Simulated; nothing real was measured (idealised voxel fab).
Presented below is a process module, voxel air gaps.
Displayed cross-section: cut, width of 170 nm, square cells sized 5 nm.
This document writes a cross-section as a grid whose cells are square, and gives it as bands, listed from the top down; one or more rows of cells form a band. For a band, the entry starts with two heights in nm, that of the top and then that of the bottom, and carries on with the band's materials in order from left to right, each alongside its width in nm; the word "throughout" beside a single material means it fills the band edge to edge, and "empty" means empty space. Basically, 0 is our baseline, since under it the wafer straight out of the box is all one material. The bottom band has no lower end and keeps on going down, so it looks like "0 nm and below". Width: "30->40" (first number = top row, second number = bottom row, same change from row to row of cells). "no modifications" for a step: no cell of the cross-section changed in that step. You'll see "Fully closed voids" listing empty spaces that have no way open to the top, as long as they're 8 cells or more; the notation is width x height at distance, where the distance is from the left edge, and all of it is in nm. after a step's settings: what the simulator itself notes on the step. "overlay nm" denotes, for a step that has a mask, the displacement of the mask to the right of its planned place, with negative values corresponding to the left.

### The following list gives the planned process steps
1 RECEIVE: material Si
2 CONFORMAL_DEP: material SiO2, thk nm 15
3 CONFORMAL_DEP: material SiCN, thk nm 5
4 DIRECTIONAL_DEP: material lowk, thk nm 30
5 MASKED_ETCH: tone open, mask id LINES, width nm 15, pitch nm 45, etch materials lowk, depth nm 30, overlay nm 0
6 CONFORMAL_DEP: material TiN, thk nm 5
7 FILL_DEP: material Cu, thk nm 10
8 CMP: height nm 50
9 EPI: material Ru, thk nm 10
10 SELECTIVE_ETCH: etch materials lowk, depth nm 40
11 CONFORMAL_DEP: material SiCN, thk nm 5

### Account of the first of two wafers, which was processed as intended

### Wafer as received: cross-section following step 1
- 0 nm and below: Si throughout
- Fully closed voids: none

### Wafer xsec, post step 2
- 15 nm to 0 nm: SiO2 throughout
- Lower than 0, everything is as it was.

### Wafer xsec, post step 3
- 20 nm to 15 nm: SiCN throughout
- Lower than 15, everything is as it was.

### Wafer xsec, post step 4
- 50 nm to 20 nm: lowk throughout
- Lower than 20, everything is as it was.

### Wafer xsec, post step 5
- 50 nm to 20 nm: lowk 30  empty 15  lowk 30  empty 15  lowk 30  empty 15  lowk 35
- Lower than 20, everything is as it was.

### Wafer xsec, post step 6
- 55 nm to 50 nm: TiN 35  empty 5  TiN 40  empty 5  TiN 40  empty 5  TiN 40
- 50 nm to 25 nm: lowk 30  TiN 5  empty 5  TiN 5  lowk 30  TiN 5  empty 5  TiN 5  lowk 30  TiN 5  empty 5  TiN 5  lowk 35
- 25 nm to 20 nm: lowk 30  TiN 15  lowk 30  TiN 15  lowk 30  TiN 15  lowk 35
- Lower than 20, everything is as it was.

### Wafer xsec, post step 7
- 65 nm to 55 nm: Cu throughout
- 55 nm to 50 nm: TiN 35  Cu 5  TiN 40  Cu 5  TiN 40  Cu 5  TiN 40
- 50 nm to 25 nm: lowk 30  TiN 5  Cu 5  TiN 5  lowk 30  TiN 5  Cu 5  TiN 5  lowk 30  TiN 5  Cu 5  TiN 5  lowk 35
- Lower than 25, everything is as it was.

### Wafer xsec, post step 8
- 50 nm to 25 nm: lowk 30  TiN 5  Cu 5  TiN 5  lowk 30  TiN 5  Cu 5  TiN 5  lowk 30  TiN 5  Cu 5  TiN 5  lowk 35
- Lower than 25, everything is as it was.

### Wafer xsec, post step 9
- 60 nm to 50 nm: empty 20  Ru 35  empty 10  Ru 35  empty 10  Ru 35  empty 25
- Lower than 50, everything is as it was.

### Wafer xsec, post step 10
- 60 nm to 50 nm: empty 20  Ru 35  empty 10  Ru 35  empty 10  Ru 35  empty 25
- 50 nm to 25 nm: empty 30  TiN 5  Cu 5  TiN 5  empty 30  TiN 5  Cu 5  TiN 5  empty 30  TiN 5  Cu 5  TiN 5  empty 35
- 25 nm to 20 nm: empty 30  TiN 15  empty 30  TiN 15  empty 30  TiN 15  empty 35
- Lower than 20, everything is as it was.

### Wafer xsec, post step 11
- 65 nm to 60 nm: empty 15  SiCN 135  empty 20
- 60 nm to 50 nm: empty 15  SiCN 5  Ru 35  SiCN 10  Ru 35  SiCN 10  Ru 35  SiCN 5  empty 20
- 50 nm to 45 nm: empty 15  SiCN 15  TiN 5  Cu 5  TiN 5  SiCN 30  TiN 5  Cu 5  TiN 5  SiCN 30  TiN 5  Cu 5  TiN 5  SiCN 15  empty 20
- 45 nm to 25 nm: empty 25  SiCN 5  TiN 5  Cu 5  TiN 5  SiCN 5  empty 20  SiCN 5  TiN 5  Cu 5  TiN 5  SiCN 5  empty 20  SiCN 5  TiN 5  Cu 5  TiN 5  SiCN 5  empty 30
- 25 nm to 20 nm: SiCN 30  TiN 15  SiCN 30  TiN 15  SiCN 30  TiN 15  SiCN 35
- Lower than 20, everything is as it was.
- Fully closed voids: 20 x 20 at 50; 20 x 20 at 95

### Companion wafer, the second of two: same beginning, same intended sequence, one mistake in carrying it out; through step 10 inclusive it tracks the first exactly

### Cross-section: second wafer, time at which step 11 was scheduled to end
- 75 nm to 60 nm: empty 5  SiCN 155  empty 10
- 60 nm to 50 nm: empty 5  SiCN 15  Ru 35  SiCN 10  Ru 35  SiCN 10  Ru 35  SiCN 15  empty 10
- 50 nm to 45 nm: empty 5  SiCN 25  TiN 5  Cu 5  TiN 5  SiCN 30  TiN 5  Cu 5  TiN 5  SiCN 30  TiN 5  Cu 5  TiN 5  SiCN 25  empty 10
- 45 nm to 35 nm: empty 5  SiCN 25  TiN 5  Cu 5  TiN 5  SiCN 5  empty 20  SiCN 5  TiN 5  Cu 5  TiN 5  SiCN 5  empty 20  SiCN 5  TiN 5  Cu 5  TiN 5  SiCN 25  empty 10
- 35 nm to 25 nm: SiCN 30  TiN 5  Cu 5  TiN 5  SiCN 5  empty 20  SiCN 5  TiN 5  Cu 5  TiN 5  SiCN 5  empty 20  SiCN 5  TiN 5  Cu 5  TiN 5  SiCN 35
- 25 nm to 20 nm: SiCN 30  TiN 15  SiCN 30  TiN 15  SiCN 30  TiN 15  SiCN 35
- Lower than 20, everything is as it was.
- Fully closed voids: 20 x 20 at 50; 20 x 20 at 95
The mistake made against the process plan was this: step 11 did not happen as planned, as run it was CONFORMAL_DEP: material SiCN, thk nm 15
It is noted that, at the conclusion of processing, the second wafer exhibits a higher or lower cell count for certain materials relative to the first: 116 more of SiCN
